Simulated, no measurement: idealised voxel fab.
process module | voxel transistor to metal
cross-section cut | 265 nm wide | cells 5 nm
A cross-section is a grid of square cells, given in bands from the top down. A band is one or more rows of cells.
Each band's line starts with the height of the band's top and of its bottom, in nm. Then come its materials from left to right, each with its width in nm. One material with "throughout" fills the band from edge to edge. "air" is empty space.
Height 0 is the level under which the wafer as received is all one material. The lowest band goes on downwards, as in "0 down".
A width such as "30 to 40" changes by the same amount from each row of cells to the next, from the band's top row to its bottom row.
"no change" after a step means that no cell of the cross-section changed.
closed voids: empty space of 8 cells or more with no open way to the top, each as width x height at its distance from the left edge, in nm
after a step's settings: what the simulator itself notes on the step
overlay nm, on a step with a mask: how far to the right of its planned place the mask lay; to the left if negative
plan
1 op RECEIVE | material Si
2 op OXIDIZE | depth nm 5
3 op CONFORMAL_DEP | material SiN | thk nm 15
4 op PATTERN | tone cover | mask id ACTIVE | material resist | width nm 105 | pitch nm 130 | thk nm 20 | overlay nm 0
5 op DIRECTIONAL_ETCH | etch materials SiN | depth nm 15
6 op DIRECTIONAL_ETCH | etch materials SiO2 | depth nm 5
7 op DIRECTIONAL_ETCH | etch materials Si | depth nm 25
8 op STRIP | etch materials resist
9 op OXIDIZE | depth nm 5
10 op FILL_DEP | material SiO2 | thk nm 15
11 op CMP | height nm 15
12 op SELECTIVE_ETCH | etch materials SiO2 | depth nm 10
13 op STRIP | etch materials SiN
14 op SELECTIVE_ETCH | etch materials SiO2 | depth nm 5
15 op OXIDIZE | depth nm 5
16 op DIRECTIONAL_DEP | material polySi | thk nm 25
17 op DIRECTIONAL_DEP | material SiCN | thk nm 10
18 op MASKED_ETCH | tone cover | mask id GATE | width nm 25 | pitch nm 130 | etch materials SiCN | depth nm 20 | overlay nm 0
19 op MASKED_ETCH | tone cover | mask id GATE | width nm 25 | pitch nm 130 | etch materials polySi | depth nm 35 | overlay nm 0
20 op CONFORMAL_DEP | material SiN | thk nm 5
21 op DIRECTIONAL_ETCH | etch materials SiN | depth nm 5
22 op DIRECTIONAL_ETCH | etch materials SiO2 | depth nm 5
23 op EPI | material nSi | thk nm 5
24 op FILL_DEP | material SiO2 | thk nm 5
25 op CMP | height nm 30
26 op DIRECTIONAL_DEP | material SiO2 | thk nm 10
27 op MASKED_ETCH | tone open | mask id CONTACT | width nm 15 | etch materials SiO2 | depth nm 45 | overlay nm 0
28 op CONFORMAL_DEP | material TiN | thk nm 5
29 op FILL_DEP | material Ru | thk nm 10
30 op CMP | height nm 40
31 op CONFORMAL_DEP | material SiN | thk nm 5
32 op DIRECTIONAL_DEP | material SiO2 | thk nm 25
33 op MASKED_ETCH | tone open | mask id METAL_1 | width nm 15 | etch materials SiO2 | depth nm 25 | overlay nm 0
34 op MASKED_ETCH | tone open | mask id METAL_1 | width nm 15 | etch materials SiN | depth nm 5 | overlay nm 0
35 op CONFORMAL_DEP | material TiN | thk nm 5
36 op FILL_DEP | material Ru | thk nm 10
37 op CMP | height nm 70
38 op EPI | material Ru | thk nm 5
39 op FILL_DEP | material SiCN | thk nm 5
as received, after step 1
  0 down: Si throughout
  closed voids: none
first wafer at the end, as planned
  80 to 75: SiCN throughout
  75 to 70: SiCN 20 | Ru 25 | SiCN 45 | Ru 25 | SiCN 35 | Ru 25 | SiCN 45 | Ru 25 | SiCN 20
  70 to 45: SiO2 25 | TiN 5 | Ru 5 | TiN 5 | SiO2 55 | TiN 5 | Ru 5 | TiN 5 | SiO2 45 | TiN 5 | Ru 5 | TiN 5 | SiO2 55 | TiN 5 | Ru 5 | TiN 5 | SiO2 25
  45 to 40: SiN 25 | TiN 15 | SiN 55 | TiN 15 | SiN 45 | TiN 15 | SiN 55 | TiN 15 | SiN 25
  40 to 30: SiO2 25 | TiN 5 | Ru 5 | TiN 5 | SiO2 55 | TiN 5 | Ru 5 | TiN 5 | SiO2 45 | TiN 5 | Ru 5 | TiN 5 | SiO2 55 | TiN 5 | Ru 5 | TiN 5 | SiO2 25
  30 to 20: SiO2 25 | TiN 5 | Ru 5 | TiN 5 | SiO2 10 | SiN 5 | SiCN 25 | SiN 5 | SiO2 10 | TiN 5 | Ru 5 | TiN 5 | SiO2 45 | TiN 5 | Ru 5 | TiN 5 | SiO2 10 | SiN 5 | SiCN 25 | SiN 5 | SiO2 10 | TiN 5 | Ru 5 | TiN 5 | SiO2 25
  20 to 0: SiO2 25 | TiN 5 | Ru 5 | TiN 5 | SiO2 10 | SiN 5 | polySi 25 | SiN 5 | SiO2 10 | TiN 5 | Ru 5 | TiN 5 | SiO2 45 | TiN 5 | Ru 5 | TiN 5 | SiO2 10 | SiN 5 | polySi 25 | SiN 5 | SiO2 10 | TiN 5 | Ru 5 | TiN 5 | SiO2 25
  0 to -5: SiO2 10 | SiN 5 | SiO2 10 | TiN 15 | SiO2 10 | SiN 5 | polySi 25 | SiN 5 | SiO2 10 | TiN 15 | SiO2 10 | SiN 5 | SiO2 15 | SiN 5 | SiO2 10 | TiN 15 | SiO2 10 | SiN 5 | polySi 25 | SiN 5 | SiO2 10 | TiN 15 | SiO2 10 | SiN 5 | SiO2 10
  -5 to -10: SiO2 15 | nSi 35 | SiO2 35 | nSi 35 | SiO2 25 | nSi 35 | SiO2 35 | nSi 35 | SiO2 15
  -10 to -35: SiO2 20 | Si 95 | SiO2 35 | Si 95 | SiO2 20
  -35 down: Si throughout
  closed voids: none
second wafer at the end: like start, like plan, one mistake
  80 to 75: SiCN throughout
  75 to 70: SiCN 20 | Ru 25 | SiCN 45 | Ru 25 | SiCN 35 | Ru 25 | SiCN 45 | Ru 25 | SiCN 20
  70 to 60: SiO2 25 | TiN 5 | Ru 5 | TiN 5 | SiO2 55 | TiN 5 | Ru 5 | TiN 5 | SiO2 45 | TiN 5 | Ru 5 | TiN 5 | SiO2 55 | TiN 5 | Ru 5 | TiN 5 | SiO2 25
  60 to 55: SiN 25 | TiN 15 | SiN 55 | TiN 15 | SiN 45 | TiN 15 | SiN 55 | TiN 15 | SiN 25
  55 to 45: Ru throughout
  45 to 40: TiN 30 | Ru 5 | TiN 65 | Ru 5 | TiN 55 | Ru 5 | TiN 65 | Ru 5 | TiN 30
  40 to 30: SiO2 25 | TiN 5 | Ru 5 | TiN 5 | SiO2 55 | TiN 5 | Ru 5 | TiN 5 | SiO2 45 | TiN 5 | Ru 5 | TiN 5 | SiO2 55 | TiN 5 | Ru 5 | TiN 5 | SiO2 25
  30 to 20: SiO2 25 | TiN 5 | Ru 5 | TiN 5 | SiO2 10 | SiN 5 | SiCN 25 | SiN 5 | SiO2 10 | TiN 5 | Ru 5 | TiN 5 | SiO2 45 | TiN 5 | Ru 5 | TiN 5 | SiO2 10 | SiN 5 | SiCN 25 | SiN 5 | SiO2 10 | TiN 5 | Ru 5 | TiN 5 | SiO2 25
  20 to 0: SiO2 25 | TiN 5 | Ru 5 | TiN 5 | SiO2 10 | SiN 5 | polySi 25 | SiN 5 | SiO2 10 | TiN 5 | Ru 5 | TiN 5 | SiO2 45 | TiN 5 | Ru 5 | TiN 5 | SiO2 10 | SiN 5 | polySi 25 | SiN 5 | SiO2 10 | TiN 5 | Ru 5 | TiN 5 | SiO2 25
  0 to -5: SiO2 10 | SiN 5 | SiO2 10 | TiN 15 | SiO2 10 | SiN 5 | polySi 25 | SiN 5 | SiO2 10 | TiN 15 | SiO2 10 | SiN 5 | SiO2 15 | SiN 5 | SiO2 10 | TiN 15 | SiO2 10 | SiN 5 | polySi 25 | SiN 5 | SiO2 10 | TiN 15 | SiO2 10 | SiN 5 | SiO2 10
  -5 to -10: SiO2 15 | nSi 35 | SiO2 35 | nSi 35 | SiO2 25 | nSi 35 | SiO2 35 | nSi 35 | SiO2 15
  -10 to -35: SiO2 20 | Si 95 | SiO2 35 | Si 95 | SiO2 20
  -35 down: Si throughout
  closed voids: none
what went wrong: step 30 was left out
at the end the second wafer has, in cells: 98 more of Ru | 123 fewer of SiO2 | 25 more of TiN
